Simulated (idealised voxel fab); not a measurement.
process module | voxel self aligned vias
150 nm wide, 5 nm square cells: that's cross-section cut.
Notation: cross-section as square-cell grid; stated in bands, top first, going down; one or more cell rows per band. Basically the band line says how high the top is and how high the bottom is, in nm, and then what's in it from left to right, every material with its width in nm. Empty space shows up as "empty", and if a single material carries "throughout" it runs the full band edge to edge. Height reference: 0 = level under which incoming wafer is all one material. Lowest band: no bottom, runs on downward, e.g. "z 0 and below". Width spec "30->40" -> top row of cells at first value, bottom row at second value, equal per-row change in between. Key: "no modification" - step with no changed cell in the cross-section. The entry titled "Closed-off voids" provides the empty spaces that have no open way to the top, restricted to those of 8 cells or more. Each is presented as width x height at distance, the distance being measured from the left edge, with all three in nm. That trailing text on a step's line, after the settings, is the simulator's own remark on the step. A step line may carry the setting "overlay nm", which, for steps involving a mask, states the distance by which the mask lay to the right of its intended position; negative values denote displacement to the left.

THESE ARE THE STEPS WE PLANNED FOR THE PROCESS
1) RECEIVE | material Si
2) CONFORMAL_DEP | material SiO2 | thk nm 10
3) CONFORMAL_DEP | material SiCN | thk nm 5
4) DIRECTIONAL_DEP | material SiO2 | thk nm 30
5) MASKED_ETCH | tone open | mask id LINES | width nm 30 | pitch nm 55 | etch materials SiO2 | depth nm 30 | overlay nm 0
6) CONFORMAL_DEP | material TiN | thk nm 5
7) FILL_DEP | material Ru | thk nm 5
8) CMP | height nm 45
9) SELECTIVE_ETCH | etch materials W Ru TiN | depth nm 10
10) FILL_DEP | material SiN | thk nm 10
11) CMP | height nm 45
12) DIRECTIONAL_DEP | material SiO2 | thk nm 15
13) PATTERN | tone open | mask id VIAS | material resist | width nm 40 | thk nm 20 | overlay nm 0
14) DIRECTIONAL_ETCH | etch materials SiO2 | depth nm 15
15) DIRECTIONAL_ETCH | etch materials SiN | depth nm 10
16) STRIP | etch materials resist
17) CONFORMAL_DEP | material TiN | thk nm 5
18) FILL_DEP | material Cu | thk nm 5
19) CMP | height nm 60
20) CONFORMAL_DEP | material SiCN | thk nm 5

FIRST OF THE TWO WAFERS, RUN PER PLAN

CROSS-SECTION: WAFER ON ARRIVAL = AFTER STEP 1
z 0 and below  Si throughout
Closed-off voids: none

AFTER STEP 2, IN CROSS-SECTION
z 10 to 0  SiO2 throughout
Unchanged below 0.

AFTER STEP 3, IN CROSS-SECTION
z 15 to 10  SiCN throughout
Unchanged below 10.

AFTER STEP 4, IN CROSS-SECTION
z 45 to 15  SiO2 throughout
Unchanged below 15.

AFTER STEP 5, IN CROSS-SECTION
z 45 to 15  SiO2: 30  empty: 30  SiO2: 25  empty: 30  SiO2: 35
Unchanged below 15.

AFTER STEP 6, IN CROSS-SECTION
z 50 to 45  TiN: 35  empty: 20  TiN: 35  empty: 20  TiN: 40
z 45 to 20  SiO2: 30  TiN: 5  empty: 20  TiN: 5  SiO2: 25  TiN: 5  empty: 20  TiN: 5  SiO2: 35
z 20 to 15  SiO2: 30  TiN: 30  SiO2: 25  TiN: 30  SiO2: 35
Unchanged below 15.

AFTER STEP 7, IN CROSS-SECTION
z 55 to 50  Ru throughout
z 50 to 45  TiN: 35  Ru: 20  TiN: 35  Ru: 20  TiN: 40
z 45 to 20  SiO2: 30  TiN: 5  Ru: 20  TiN: 5  SiO2: 25  TiN: 5  Ru: 20  TiN: 5  SiO2: 35
Unchanged below 20.

AFTER STEP 8, IN CROSS-SECTION
z 45 to 20  SiO2: 30  TiN: 5  Ru: 20  TiN: 5  SiO2: 25  TiN: 5  Ru: 20  TiN: 5  SiO2: 35
Unchanged below 20.

AFTER STEP 9, IN CROSS-SECTION
z 45 to 35  SiO2: 30  empty: 30  SiO2: 25  empty: 30  SiO2: 35
Unchanged below 35.

AFTER STEP 10, IN CROSS-SECTION
z 55 to 45  SiN throughout
z 45 to 35  SiO2: 30  SiN: 30  SiO2: 25  SiN: 30  SiO2: 35
Unchanged below 35.

AFTER STEP 11, IN CROSS-SECTION
z 45 to 35  SiO2: 30  SiN: 30  SiO2: 25  SiN: 30  SiO2: 35
Unchanged below 35.

AFTER STEP 12, IN CROSS-SECTION
z 60 to 45  SiO2 throughout
Unchanged below 45.

AFTER STEP 13, IN CROSS-SECTION
z 80 to 60  resist: 25  empty: 40  resist: 85
Unchanged below 60.

AFTER STEP 14, IN CROSS-SECTION
z 80 to 60  resist: 25  empty: 40  resist: 85
z 60 to 45  SiO2: 25  empty: 40  SiO2: 85
Unchanged below 45.

AFTER STEP 15, IN CROSS-SECTION
z 80 to 60  resist: 25  empty: 40  resist: 85
z 60 to 45  SiO2: 25  empty: 40  SiO2: 85
z 45 to 35  SiO2: 30  empty: 30  SiO2: 25  SiN: 30  SiO2: 35
Unchanged below 35.

AFTER STEP 16, IN CROSS-SECTION
z 60 to 45  SiO2: 25  empty: 40  SiO2: 85
Unchanged below 45.

AFTER STEP 17, IN CROSS-SECTION
z 65 to 60  TiN: 30  empty: 30  TiN: 90
z 60 to 50  SiO2: 25  TiN: 5  empty: 30  TiN: 5  SiO2: 85
z 50 to 45  SiO2: 25  TiN: 10  empty: 20  TiN: 10  SiO2: 85
z 45 to 40  SiO2: 30  TiN: 5  empty: 20  TiN: 5  SiO2: 25  SiN: 30  SiO2: 35
z 40 to 35  SiO2: 30  TiN: 30  SiO2: 25  SiN: 30  SiO2: 35
Unchanged below 35.

AFTER STEP 18, IN CROSS-SECTION
z 70 to 65  Cu throughout
z 65 to 60  TiN: 30  Cu: 30  TiN: 90
z 60 to 50  SiO2: 25  TiN: 5  Cu: 30  TiN: 5  SiO2: 85
z 50 to 45  SiO2: 25  TiN: 10  Cu: 20  TiN: 10  SiO2: 85
z 45 to 40  SiO2: 30  TiN: 5  Cu: 20  TiN: 5  SiO2: 25  SiN: 30  SiO2: 35
Unchanged below 40.

AFTER STEP 19, IN CROSS-SECTION
z 60 to 50  SiO2: 25  TiN: 5  Cu: 30  TiN: 5  SiO2: 85
Unchanged below 50.

AFTER STEP 20, IN CROSS-SECTION
z 65 to 60  SiCN throughout
Unchanged below 60.

OKAY, SECOND WAFER. NOTHING DIFFERENT AT THE START, NOTHING DIFFERENT IN THE PLAN, JUST ONE MISTAKE SOMEWHERE IN THE RUNNING. AS FAR AS STEP 1, COUNTING THAT STEP, IT'S THE FIRST WAFER ALL OVER AGAIN

X-section, second wafer, when step 2 was due to finish: no modification

X-SECTION, SECOND WAFER, WHEN STEP 3 WAS DUE TO FINISH
z 5 to 0  SiCN throughout
Unchanged below 0.

X-SECTION, SECOND WAFER, WHEN STEP 4 WAS DUE TO FINISH
z 35 to 5  SiO2 throughout
Unchanged below 5.

X-SECTION, SECOND WAFER, WHEN STEP 5 WAS DUE TO FINISH
z 35 to 5  SiO2: 30  empty: 30  SiO2: 25  empty: 30  SiO2: 35
Unchanged below 5.

X-SECTION, SECOND WAFER, WHEN STEP 6 WAS DUE TO FINISH
z 40 to 35  TiN: 35  empty: 20  TiN: 35  empty: 20  TiN: 40
z 35 to 10  SiO2: 30  TiN: 5  empty: 20  TiN: 5  SiO2: 25  TiN: 5  empty: 20  TiN: 5  SiO2: 35
z 10 to 5  SiO2: 30  TiN: 30  SiO2: 25  TiN: 30  SiO2: 35
Unchanged below 5.

X-SECTION, SECOND WAFER, WHEN STEP 7 WAS DUE TO FINISH
z 45 to 40  Ru throughout
z 40 to 35  TiN: 35  Ru: 20  TiN: 35  Ru: 20  TiN: 40
z 35 to 10  SiO2: 30  TiN: 5  Ru: 20  TiN: 5  SiO2: 25  TiN: 5  Ru: 20  TiN: 5  SiO2: 35
Unchanged below 10.

X-section, second wafer, when step 8 was due to finish: no modification

X-SECTION, SECOND WAFER, WHEN STEP 9 WAS DUE TO FINISH
z 35 to 10  SiO2: 30  TiN: 5  Ru: 20  TiN: 5  SiO2: 25  TiN: 5  Ru: 20  TiN: 5  SiO2: 35
Unchanged below 10.

X-SECTION, SECOND WAFER, WHEN STEP 10 WAS DUE TO FINISH
z 45 to 35  SiN throughout
Unchanged below 35.

X-section, second wafer, when step 11 was due to finish: no modification

X-SECTION, SECOND WAFER, WHEN STEP 12 WAS DUE TO FINISH
z 60 to 45  SiO2 throughout
Unchanged below 45.

X-SECTION, SECOND WAFER, WHEN STEP 13 WAS DUE TO FINISH
z 80 to 60  resist: 25  empty: 40  resist: 85
Unchanged below 60.

X-SECTION, SECOND WAFER, WHEN STEP 14 WAS DUE TO FINISH
z 80 to 60  resist: 25  empty: 40  resist: 85
z 60 to 45  SiO2: 25  empty: 40  SiO2: 85
Unchanged below 45.

X-SECTION, SECOND WAFER, WHEN STEP 15 WAS DUE TO FINISH
z 80 to 60  resist: 25  empty: 40  resist: 85
z 60 to 45  SiO2: 25  empty: 40  SiO2: 85
z 45 to 35  SiN: 25  empty: 40  SiN: 85
Unchanged below 35.

X-SECTION, SECOND WAFER, WHEN STEP 16 WAS DUE TO FINISH
z 60 to 45  SiO2: 25  empty: 40  SiO2: 85
Unchanged below 45.

X-SECTION, SECOND WAFER, WHEN STEP 17 WAS DUE TO FINISH
z 65 to 60  TiN: 30  empty: 30  TiN: 90
z 60 to 45  SiO2: 25  TiN: 5  empty: 30  TiN: 5  SiO2: 85
z 45 to 40  SiN: 25  TiN: 5  empty: 30  TiN: 5  SiN: 85
z 40 to 35  SiN: 25  TiN: 40  SiN: 85
Unchanged below 35.

X-SECTION, SECOND WAFER, WHEN STEP 18 WAS DUE TO FINISH
z 70 to 65  Cu throughout
z 65 to 60  TiN: 30  Cu: 30  TiN: 90
z 60 to 45  SiO2: 25  TiN: 5  Cu: 30  TiN: 5  SiO2: 85
z 45 to 40  SiN: 25  TiN: 5  Cu: 30  TiN: 5  SiN: 85
Unchanged below 40.

X-SECTION, SECOND WAFER, WHEN STEP 19 WAS DUE TO FINISH
z 60 to 45  SiO2: 25  TiN: 5  Cu: 30  TiN: 5  SiO2: 85
Unchanged below 45.

X-SECTION, SECOND WAFER, WHEN STEP 20 WAS DUE TO FINISH
z 65 to 60  SiCN throughout
Unchanged below 60.
Processing error: plan step 2 skipped
Heads up, by the end the second wafer has more or fewer cells of some materials compared to the first: Cu: 4 more | Ru: 16 more | SiN: 32 more | SiO2: 60 fewer | TiN: 8 more
